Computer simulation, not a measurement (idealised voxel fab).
process module | voxel quadruple lines
cross-section cut | 280 nm wide | cells 5 nm
A cross-section is a grid of square cells, given in bands from the top down. A band is one or more rows of cells.
Each band's line starts with the height of the band's top and of its bottom, in nm. Then come its materials from left to right, each with its width in nm. One material with "throughout" fills the band from edge to edge. "air" is empty space.
Height 0 is the level under which the wafer as received is all one material. The lowest band goes on downwards, as in "0 down".
A width such as "30 to 40" changes by the same amount from each row of cells to the next, from the band's top row to its bottom row.
"no change" after a step means that no cell of the cross-section changed.
closed voids: empty space of 8 cells or more with no open way to the top, each as width x height at its distance from the left edge, in nm
after a step's settings: what the simulator itself notes on the step
overlay nm, on a step with a mask: how far to the right of its planned place the mask lay; to the left if negative
plan
1 op RECEIVE | material Si
2 op CONFORMAL_DEP | material SiO2 | thk nm 10
3 op DIRECTIONAL_DEP | material W | thk nm 15
4 op DIRECTIONAL_DEP | material polySi | thk nm 20
5 op DIRECTIONAL_DEP | material aC | thk nm 20
6 op PATTERN | tone cover | mask id MANDREL | material resist | width nm 30 | thk nm 25 | overlay nm 0
7 op DIRECTIONAL_ETCH | etch materials aC | depth nm 20
8 op STRIP | etch materials resist
9 op CONFORMAL_DEP | material SiO2 | thk nm 10
10 op DIRECTIONAL_ETCH | etch materials SiO2 | depth nm 10
11 op STRIP | etch materials aC
12 op DIRECTIONAL_ETCH | etch materials polySi | depth nm 20
13 op STRIP | etch materials SiO2
14 op CONFORMAL_DEP | material SiN | thk nm 10
15 op DIRECTIONAL_ETCH | etch materials SiN | depth nm 10
16 op STRIP | etch materials polySi
17 op DIRECTIONAL_ETCH | etch materials W | depth nm 15
18 op STRIP | etch materials SiN
first wafer, as planned
as received, after step 1
  0 down: Si throughout
  closed voids: none
after step 2
  10 to 0: SiO2 throughout
  below 0: unchanged
after step 3
  25 to 10: W throughout
  below 10: unchanged
after step 4
  45 to 25: polySi throughout
  below 25: unchanged
after step 5
  65 to 45: aC throughout
  below 45: unchanged
after step 6
  90 to 65: air 125 | resist 30 | air 125
  below 65: unchanged
after step 7
  70 to 65: air 125 | resist 30 | air 125
  65 to 45: air 125 | aC 30 | air 125
  below 45: unchanged
after step 8
  65 to 45: air 125 | aC 30 | air 125
  below 45: unchanged
after step 9
  75 to 65: air 115 | SiO2 50 | air 115
  65 to 55: air 115 | SiO2 10 | aC 30 | SiO2 10 | air 115
  55 to 45: SiO2 125 | aC 30 | SiO2 125
  below 45: unchanged
after step 10
  65 to 45: air 115 | SiO2 10 | aC 30 | SiO2 10 | air 115
  below 45: unchanged
after step 11
  65 to 45: air 115 | SiO2 10 | air 30 | SiO2 10 | air 115
  below 45: unchanged
after step 12
  65 to 45: air 115 | SiO2 10 | air 30 | SiO2 10 | air 115
  45 to 25: air 115 | polySi 10 | air 30 | polySi 10 | air 115
  below 25: unchanged
after step 13
  45 to 25: air 115 | polySi 10 | air 30 | polySi 10 | air 115
  below 25: unchanged
after step 14
  55 to 45: air 105 | SiN 30 | air 10 | SiN 30 | air 105
  45 to 35: air 105 | SiN 10 | polySi 10 | SiN 10 | air 10 | SiN 10 | polySi 10 | SiN 10 | air 105
  35 to 25: SiN 115 | polySi 10 | SiN 30 | polySi 10 | SiN 115
  below 25: unchanged
after step 15
  45 to 25: air 105 | SiN 10 | polySi 10 | SiN 10 | air 10 | SiN 10 | polySi 10 | SiN 10 | air 105
  below 25: unchanged
after step 16
  45 to 25: air 105 | SiN 10 | air 10 | SiN 10 | air 10 | SiN 10 | air 10 | SiN 10 | air 105
  below 25: unchanged
after step 17
  45 to 25: air 105 | SiN 10 | air 10 | SiN 10 | air 10 | SiN 10 | air 10 | SiN 10 | air 105
  25 to 10: air 105 | W 10 | air 10 | W 10 | air 10 | W 10 | air 10 | W 10 | air 105
  below 10: unchanged
after step 18
  25 to 10: air 105 | W 10 | air 10 | W 10 | air 10 | W 10 | air 10 | W 10 | air 105
  below 10: unchanged
second wafer: like start, like plan, one mistake. Through step 5 it matches the first wafer
when step 6 should have ended
  90 to 65: resist 125 | air 30 | resist 125
  below 65: unchanged
when step 7 should have ended
  70 to 65: resist 125 | air 30 | resist 125
  65 to 45: aC 125 | air 30 | aC 125
  below 45: unchanged
when step 8 should have ended
  65 to 45: aC 125 | air 30 | aC 125
  below 45: unchanged
when step 9 should have ended
  75 to 65: SiO2 135 | air 10 | SiO2 135
  65 to 55: aC 125 | SiO2 10 | air 10 | SiO2 10 | aC 125
  55 to 45: aC 125 | SiO2 30 | aC 125
  below 45: unchanged
when step 10 should have ended
  65 to 45: aC 125 | SiO2 10 | air 10 | SiO2 10 | aC 125
  below 45: unchanged
when step 11 should have ended
  65 to 45: air 125 | SiO2 10 | air 10 | SiO2 10 | air 125
  below 45: unchanged
when step 12 should have ended
  65 to 45: air 125 | SiO2 10 | air 10 | SiO2 10 | air 125
  45 to 25: air 125 | polySi 10 | air 10 | polySi 10 | air 125
  below 25: unchanged
when step 13 should have ended
  45 to 25: air 125 | polySi 10 | air 10 | polySi 10 | air 125
  below 25: unchanged
when step 14 should have ended
  55 to 45: air 115 | SiN 50 | air 115
  45 to 35: air 115 | SiN 10 | polySi 10 | SiN 10 | polySi 10 | SiN 10 | air 115
  35 to 25: SiN 125 | polySi 10 | SiN 10 | polySi 10 | SiN 125
  below 25: unchanged
when step 15 should have ended
  45 to 25: air 115 | SiN 10 | polySi 10 | SiN 10 | polySi 10 | SiN 10 | air 115
  below 25: unchanged
when step 16 should have ended
  45 to 25: air 115 | SiN 10 | air 10 | SiN 10 | air 10 | SiN 10 | air 115
  below 25: unchanged
when step 17 should have ended
  45 to 25: air 115 | SiN 10 | air 10 | SiN 10 | air 10 | SiN 10 | air 115
  25 to 10: air 115 | W 10 | air 10 | W 10 | air 10 | W 10 | air 115
  below 10: unchanged
when step 18 should have ended
  25 to 10: air 115 | W 10 | air 10 | W 10 | air 10 | W 10 | air 115
  below 10: unchanged
what went wrong: step 6 ran as: op PATTERN | tone open | mask id MANDREL | material resist | width nm 30 | thk nm 25 | overlay nm 0
at the end the second wafer has, in cells: 6 fewer of W
